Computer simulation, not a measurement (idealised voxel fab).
The process module that follows is named voxel transistor to metal.
Pictured: cross-section cut, 275 nm wide, on a grid of 5 nm square cells.
For the purposes of this document, a cross-section shall be understood as a grid of square cells, specified as bands listed in top-to-bottom order, each band consisting of one or more rows of cells.
Heads up on the band format: heights come first, top then bottom, in nm. After that it's the materials left to right, each with its width in nm. A single material flagged "everywhere" fills the whole band edge to edge, and "blank" means there's empty space there.
All heights in this document are referenced to 0, defined as the level beneath which the wafer, as received, consists entirely of one material. The lowest band is not bounded below; it extends indefinitely downward and is written in the form "0..down".
It should be noted that a width expressed as "30 to 40" varies in equal increments from row to row of cells within the band, taking the value of the first number at the top row and that of the second number at the bottom row.
Key: "changes: none" - step with no changed cell in the cross-section.
Basically, "Enclosed internal voids" tells you about the enclosed voids: empty spaces with no open way to the top, 8 cells or bigger, each written width x height at distance, where distance is from the left edge, all in nm.
Where a step's line continues beyond its settings, the continuation is a remark by the simulator itself on that step.
"overlay nm" answers the question of how far to the right of plan the mask lay on a step that has a mask, and when it is negative the answer is to the left.

# Steps in the process plan
step 1: RECEIVE,material Si
step 2: OXIDIZE,depth nm 5
step 3: CONFORMAL_DEP,material SiN,thk nm 10
step 4: PATTERN,tone cover,mask id ACTIVE,material resist,width nm 105,pitch nm 135,thk nm 20,overlay nm 0
step 5: DIRECTIONAL_ETCH,etch materials SiN,depth nm 10
step 6: DIRECTIONAL_ETCH,etch materials SiO2,depth nm 5
step 7: DIRECTIONAL_ETCH,etch materials Si,depth nm 35
step 8: STRIP,etch materials resist
step 9: FILL_DEP,material SiO2,thk nm 15
step 10: CMP,height nm 10
step 11: SELECTIVE_ETCH,etch materials SiO2,depth nm 5
step 12: STRIP,etch materials SiN
step 13: SELECTIVE_ETCH,etch materials SiO2,depth nm 5
step 14: OXIDIZE,depth nm 5
step 15: DIRECTIONAL_DEP,material polySi,thk nm 30
step 16: DIRECTIONAL_DEP,material SiCN,thk nm 15
step 17: PATTERN,tone cover,mask id GATE,material resist,width nm 35,pitch nm 135,thk nm 15,overlay nm 0
step 18: DIRECTIONAL_ETCH,etch materials SiCN,depth nm 25
step 19: DIRECTIONAL_ETCH,etch materials polySi,depth nm 40
step 20: STRIP,etch materials resist
step 21: CONFORMAL_DEP,material SiO2,thk nm 5
step 22: DIRECTIONAL_ETCH,etch materials SiO2,depth nm 5
step 23: CONFORMAL_DEP,material SiN,thk nm 5
step 24: DIRECTIONAL_ETCH,etch materials SiN,depth nm 5
step 25: DIRECTIONAL_ETCH,etch materials SiO2,depth nm 5
step 26: DIRECTIONAL_ETCH,etch materials Si,depth nm 10
step 27: EPI,material nSi,thk nm 10
step 28: FILL_DEP,material SiO2,thk nm 10
step 29: CMP,height nm 25
step 30: STRIP,etch materials polySi
step 31: SELECTIVE_ETCH,etch materials SiO2,depth nm 5
step 32: CONFORMAL_DEP,material HfO2,thk nm 5
step 33: CONFORMAL_DEP,material TiN,thk nm 5
step 34: FILL_DEP,material W,thk nm 10
step 35: CMP,height nm 20
step 36: DIRECTIONAL_DEP,material SiO2,thk nm 10
step 37: PATTERN,tone open,mask id CONTACT,material resist,width nm 15,thk nm 15,overlay nm 0
step 38: DIRECTIONAL_ETCH,etch materials SiO2,depth nm 30
step 39: STRIP,etch materials resist
step 40: CONFORMAL_DEP,material TiN,thk nm 5
step 41: FILL_DEP,material W,thk nm 10
step 42: CMP,height nm 30
step 43: DIRECTIONAL_DEP,material TiN,thk nm 5
step 44: DIRECTIONAL_DEP,material Ru,thk nm 25
step 45: DIRECTIONAL_DEP,material aC,thk nm 15
step 46: PATTERN,tone cover,mask id METAL_1,material resist,width nm 15,thk nm 35,overlay nm 0
step 47: DIRECTIONAL_ETCH,etch materials aC,depth nm 15
step 48: STRIP,etch materials resist
step 49: DIRECTIONAL_ETCH,etch materials Ru,depth nm 25
step 50: DIRECTIONAL_ETCH,etch materials TiN,depth nm 5
step 51: STRIP,etch materials aC
step 52: FILL_DEP,material SiO2,thk nm 5
step 53: CMP,height nm 60
step 54: CONFORMAL_DEP,material SiCN,thk nm 5
step 55: DIRECTIONAL_DEP,material SiO2,thk nm 30
step 56: MASKED_ETCH,tone open,mask id METAL_2,width nm 15,pitch nm 135,etch materials SiO2,depth nm 15,overlay nm 0
step 57: DIRECTIONAL_DEP,material aC,thk nm 15
step 58: PATTERN,tone open,mask id METAL_2_HOLES,material resist,width nm 15,pitch nm 135,thk nm 30,overlay nm 0
step 59: DIRECTIONAL_ETCH,etch materials aC,depth nm 15
step 60: STRIP,etch materials resist
step 61: DIRECTIONAL_ETCH,etch materials SiO2,depth nm 15
step 62: DIRECTIONAL_ETCH,etch materials SiCN,depth nm 5
step 63: STRIP,etch materials aC
step 64: CONFORMAL_DEP,material TiN,thk nm 5
step 65: FILL_DEP,material Cu,thk nm 10
step 66: CMP,height nm 95
step 67: CONFORMAL_DEP,material SiN,thk nm 5

# As-received wafer cross-section (after step 1)
* 0..down | Si everywhere
* Enclosed internal voids: none

# The first of two wafers, cross-sectioned at the end of the module, with the run proceeding as planned
* 100..95 | SiN everywhere
* 95..65 | 20 nm SiO2; 5 nm TiN; 5 nm Cu; 5 nm TiN; 120 nm SiO2; 5 nm TiN; 5 nm Cu; 5 nm TiN; 105 nm SiO2
* 65..60 | 20 nm SiCN; 15 nm TiN; 120 nm SiCN; 15 nm TiN; 105 nm SiCN
* 60..35 | 20 nm SiO2; 15 nm Ru; 65 nm SiO2; 15 nm Ru; 40 nm SiO2; 15 nm Ru; 65 nm SiO2; 15 nm Ru; 25 nm SiO2
* 35..30 | 20 nm SiO2; 15 nm TiN; 65 nm SiO2; 15 nm TiN; 40 nm SiO2; 15 nm TiN; 65 nm SiO2; 15 nm TiN; 25 nm SiO2
* 30..20 | 20 nm SiO2; 5 nm TiN; 5 nm W; 5 nm TiN; 65 nm SiO2; 5 nm TiN; 5 nm W; 5 nm TiN; 40 nm SiO2; 5 nm TiN; 5 nm W; 5 nm TiN; 65 nm SiO2; 5 nm TiN; 5 nm W; 5 nm TiN; 25 nm SiO2
* 20..5 | 20 nm SiO2; 5 nm TiN; 5 nm W; 5 nm TiN; 5 nm SiO2; 5 nm SiN; 5 nm HfO2; 5 nm TiN; 25 nm W; 5 nm TiN; 5 nm HfO2; 5 nm SiN; 5 nm SiO2; 5 nm TiN; 5 nm W; 5 nm TiN; 40 nm SiO2; 5 nm TiN; 5 nm W; 5 nm TiN; 5 nm SiO2; 5 nm SiN; 5 nm HfO2; 5 nm TiN; 25 nm W; 5 nm TiN; 5 nm HfO2; 5 nm SiN; 5 nm SiO2; 5 nm TiN; 5 nm W; 5 nm TiN; 25 nm SiO2
* 5..0 | 20 nm SiO2; 15 nm TiN; 5 nm SiO2; 5 nm SiN; 5 nm HfO2; 5 nm TiN; 25 nm W; 5 nm TiN; 5 nm HfO2; 5 nm SiN; 5 nm SiO2; 15 nm TiN; 40 nm SiO2; 15 nm TiN; 5 nm SiO2; 5 nm SiN; 5 nm HfO2; 5 nm TiN; 25 nm W; 5 nm TiN; 5 nm HfO2; 5 nm SiN; 5 nm SiO2; 15 nm TiN; 25 nm SiO2
* 0..-5 | 15 nm SiO2; 5 nm SiN; 20 nm nSi; 5 nm SiN; 5 nm HfO2; 35 nm TiN; 5 nm HfO2; 5 nm SiN; 20 nm nSi; 5 nm SiN; 30 nm SiO2; 5 nm SiN; 20 nm nSi; 5 nm SiN; 5 nm HfO2; 35 nm TiN; 5 nm HfO2; 5 nm SiN; 20 nm nSi; 5 nm SiN; 20 nm SiO2
* -5..-10 | 20 nm SiO2; 20 nm nSi; 5 nm SiO2; 45 nm HfO2; 5 nm SiO2; 20 nm nSi; 40 nm SiO2; 20 nm nSi; 5 nm SiO2; 45 nm HfO2; 5 nm SiO2; 20 nm nSi; 25 nm SiO2
* -10..-20 | 15 nm SiO2; 5 nm Si; 20 nm nSi; 55 nm Si; 20 nm nSi; 5 nm Si; 30 nm SiO2; 5 nm Si; 20 nm nSi; 55 nm Si; 20 nm nSi; 5 nm Si; 20 nm SiO2
* -20..-40 | 15 nm SiO2; 105 nm Si; 30 nm SiO2; 105 nm Si; 20 nm SiO2
* -40..down | Si everywhere
* Enclosed internal voids: none

# Here is the second of the two wafers cut open at the end of the module - same start, same plan as the first one, but we made one mistake running it
* 100..95 | SiN everywhere
* 95..65 | 20 nm SiO2; 5 nm TiN; 5 nm Cu; 5 nm TiN; 120 nm SiO2; 5 nm TiN; 5 nm Cu; 5 nm TiN; 105 nm SiO2
* 65..60 | 20 nm SiCN; 15 nm TiN; 120 nm SiCN; 15 nm TiN; 105 nm SiCN
* 60..35 | 20 nm Ru; 15 nm SiO2; 65 nm Ru; 15 nm SiO2; 40 nm Ru; 15 nm SiO2; 65 nm Ru; 15 nm SiO2; 25 nm Ru
* 35..30 | 20 nm TiN; 15 nm SiO2; 65 nm TiN; 15 nm SiO2; 40 nm TiN; 15 nm SiO2; 65 nm TiN; 15 nm SiO2; 25 nm TiN
* 30..20 | 20 nm SiO2; 5 nm TiN; 5 nm W; 5 nm TiN; 65 nm SiO2; 5 nm TiN; 5 nm W; 5 nm TiN; 40 nm SiO2; 5 nm TiN; 5 nm W; 5 nm TiN; 65 nm SiO2; 5 nm TiN; 5 nm W; 5 nm TiN; 25 nm SiO2
* 20..5 | 20 nm SiO2; 5 nm TiN; 5 nm W; 5 nm TiN; 5 nm SiO2; 5 nm SiN; 5 nm HfO2; 5 nm TiN; 25 nm W; 5 nm TiN; 5 nm HfO2; 5 nm SiN; 5 nm SiO2; 5 nm TiN; 5 nm W; 5 nm TiN; 40 nm SiO2; 5 nm TiN; 5 nm W; 5 nm TiN; 5 nm SiO2; 5 nm SiN; 5 nm HfO2; 5 nm TiN; 25 nm W; 5 nm TiN; 5 nm HfO2; 5 nm SiN; 5 nm SiO2; 5 nm TiN; 5 nm W; 5 nm TiN; 25 nm SiO2
* 5..0 | 20 nm SiO2; 15 nm TiN; 5 nm SiO2; 5 nm SiN; 5 nm HfO2; 5 nm TiN; 25 nm W; 5 nm TiN; 5 nm HfO2; 5 nm SiN; 5 nm SiO2; 15 nm TiN; 40 nm SiO2; 15 nm TiN; 5 nm SiO2; 5 nm SiN; 5 nm HfO2; 5 nm TiN; 25 nm W; 5 nm TiN; 5 nm HfO2; 5 nm SiN; 5 nm SiO2; 15 nm TiN; 25 nm SiO2
* 0..-5 | 15 nm SiO2; 5 nm SiN; 20 nm nSi; 5 nm SiN; 5 nm HfO2; 35 nm TiN; 5 nm HfO2; 5 nm SiN; 20 nm nSi; 5 nm SiN; 30 nm SiO2; 5 nm SiN; 20 nm nSi; 5 nm SiN; 5 nm HfO2; 35 nm TiN; 5 nm HfO2; 5 nm SiN; 20 nm nSi; 5 nm SiN; 20 nm SiO2
* -5..-10 | 20 nm SiO2; 20 nm nSi; 5 nm SiO2; 45 nm HfO2; 5 nm SiO2; 20 nm nSi; 40 nm SiO2; 20 nm nSi; 5 nm SiO2; 45 nm HfO2; 5 nm SiO2; 20 nm nSi; 25 nm SiO2
* -10..-20 | 15 nm SiO2; 5 nm Si; 20 nm nSi; 55 nm Si; 20 nm nSi; 5 nm Si; 30 nm SiO2; 5 nm Si; 20 nm nSi; 55 nm Si; 20 nm nSi; 5 nm Si; 20 nm SiO2
* -20..-40 | 15 nm SiO2; 105 nm Si; 30 nm SiO2; 105 nm Si; 20 nm SiO2
* -40..down | Si everywhere
* Enclosed internal voids: none
The mistake made against the process plan was this: step 46 did not happen as planned, as run it was PATTERN,tone open,mask id METAL_1,material resist,width nm 15,thk nm 35,overlay nm 0
Wrapping up, a cell-based count of both wafers puts the second over or under the first for these materials: Ru: 155 more, SiO2: 186 fewer, TiN: 31 more
